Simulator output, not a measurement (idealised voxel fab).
process module | voxel gate over fins
cross-section cut | 240 nm wide | cells 5 nm
A cross-section is a grid of square cells, given in bands from the top down. A band is one or more rows of cells.
Each band's line starts with the height of the band's top and of its bottom, in nm. Then come its materials from left to right, each with its width in nm. One material with "throughout" fills the band from edge to edge. "air" is empty space.
Height 0 is the level under which the wafer as received is all one material. The lowest band goes on downwards, as in "0 down".
A width such as "30 to 40" changes by the same amount from each row of cells to the next, from the band's top row to its bottom row.
"no change" after a step means that no cell of the cross-section changed.
closed voids: empty space of 8 cells or more with no open way to the top, each as width x height at its distance from the left edge, in nm
after a step's settings: what the simulator itself notes on the step
overlay nm, on a step with a mask: how far to the right of its planned place the mask lay; to the left if negative
plan
1 op RECEIVE | material Si
2 op CONFORMAL_DEP | material SiN | thk nm 5
3 op PATTERN | tone cover | mask id FINS | material resist | width nm 15 | pitch nm 60 | thk nm 20 | overlay nm 0
4 op DIRECTIONAL_ETCH | etch materials SiN | depth nm 5
5 op DIRECTIONAL_ETCH | etch materials Si | depth nm 35
6 op STRIP | etch materials resist
7 op OXIDIZE | depth nm 5
8 op FILL_DEP | material SiO2 | thk nm 15
9 op CMP | height nm 5
10 op MASKED_ETCH | tone open | mask id RAIL | width nm 15 | etch materials SiO2 | depth nm 35 | overlay nm 0
11 op CONFORMAL_DEP | material TiN | thk nm 5
12 op FILL_DEP | material W | thk nm 5
13 op CMP | height nm 5
14 op SELECTIVE_ETCH | etch materials W Ru TiN | depth nm 30
15 op FILL_DEP | material SiO2 | thk nm 5
16 op CMP | height nm 5
17 op SELECTIVE_ETCH | etch materials SiO2 | depth nm 20
18 op STRIP | etch materials SiN
19 op CONFORMAL_DEP | material HfO2 | thk nm 5
20 op CONFORMAL_DEP | material TiN | thk nm 5
21 op CONFORMAL_DEP | material TiAl | thk nm 5
22 op CONFORMAL_DEP | material TiN | thk nm 5
23 op FILL_DEP | material W | thk nm 15
24 op CMP | height nm 30
25 op CONFORMAL_DEP | material SiCN | thk nm 5
as received, after step 1
  0 down: Si throughout
  closed voids: none
first wafer at the end, as planned
  35 to 30: SiCN throughout
  30 to 20: W throughout
  20 to 15: W 65 | TiN 45 | W 15 | TiN 45 | W 70
  15 to 10: W 65 | TiN 5 | TiAl 35 | TiN 5 | W 15 | TiN 5 | TiAl 35 | TiN 5 | W 70
  10 to 5: W 65 | TiN 5 | TiAl 5 | TiN 25 | TiAl 5 | TiN 5 | W 15 | TiN 5 | TiAl 5 | TiN 25 | TiAl 5 | TiN 5 | W 70
  5 to 0: TiN 70 | TiAl 5 | TiN 5 | HfO2 15 | TiN 5 | TiAl 5 | TiN 25 | TiAl 5 | TiN 5 | HfO2 15 | TiN 5 | TiAl 5 | TiN 75
  0 to -5: TiAl 75 | TiN 5 | HfO2 5 | Si 5 | HfO2 5 | TiN 5 | TiAl 35 | TiN 5 | HfO2 5 | Si 5 | HfO2 5 | TiN 5 | TiAl 80
  -5 to -10: TiN 80 | HfO2 5 | Si 5 | HfO2 5 | TiN 45 | HfO2 5 | Si 5 | HfO2 5 | TiN 85
  -10 to -15: HfO2 85 | Si 5 | HfO2 55 | Si 5 | HfO2 90
  -15 to -25: SiO2 85 | Si 5 | SiO2 55 | Si 5 | SiO2 90
  -25 to -30: SiO2 85 | Si 5 | SiO2 20 | TiN 15 | SiO2 20 | Si 5 | SiO2 90
  -30 to -40: SiO2 85 | Si 5 | SiO2 55 | Si 5 | SiO2 90
  -40 down: Si throughout
  closed voids: none
second wafer at the end: like start, like plan, one mistake
  35 to 30: SiCN throughout
  30 to 15: W throughout
  15 to 10: W 70 | TiN 35 | W 25 | TiN 35 | W 75
  10 to 5: W 70 | TiN 5 | TiAl 25 | TiN 5 | W 25 | TiN 5 | TiAl 25 | TiN 5 | W 75
  5 to 0: W 70 | TiN 5 | TiAl 5 | HfO2 15 | TiAl 5 | TiN 5 | W 25 | TiN 5 | TiAl 5 | HfO2 15 | TiAl 5 | TiN 5 | W 75
  0 to -5: TiN 75 | TiAl 5 | HfO2 5 | Si 5 | HfO2 5 | TiAl 5 | TiN 35 | TiAl 5 | HfO2 5 | Si 5 | HfO2 5 | TiAl 5 | TiN 80
  -5 to -10: TiAl 80 | HfO2 5 | Si 5 | HfO2 5 | TiAl 45 | HfO2 5 | Si 5 | HfO2 5 | TiAl 85
  -10 to -15: HfO2 85 | Si 5 | HfO2 55 | Si 5 | HfO2 90
  -15 to -25: SiO2 85 | Si 5 | SiO2 55 | Si 5 | SiO2 90
  -25 to -30: SiO2 85 | Si 5 | SiO2 20 | TiN 15 | SiO2 20 | Si 5 | SiO2 90
  -30 to -40: SiO2 85 | Si 5 | SiO2 55 | Si 5 | SiO2 90
  -40 down: Si throughout
  closed voids: none
what went wrong: step 20 was left out
at the end the second wafer has, in cells: 60 fewer of TiN | 60 more of W
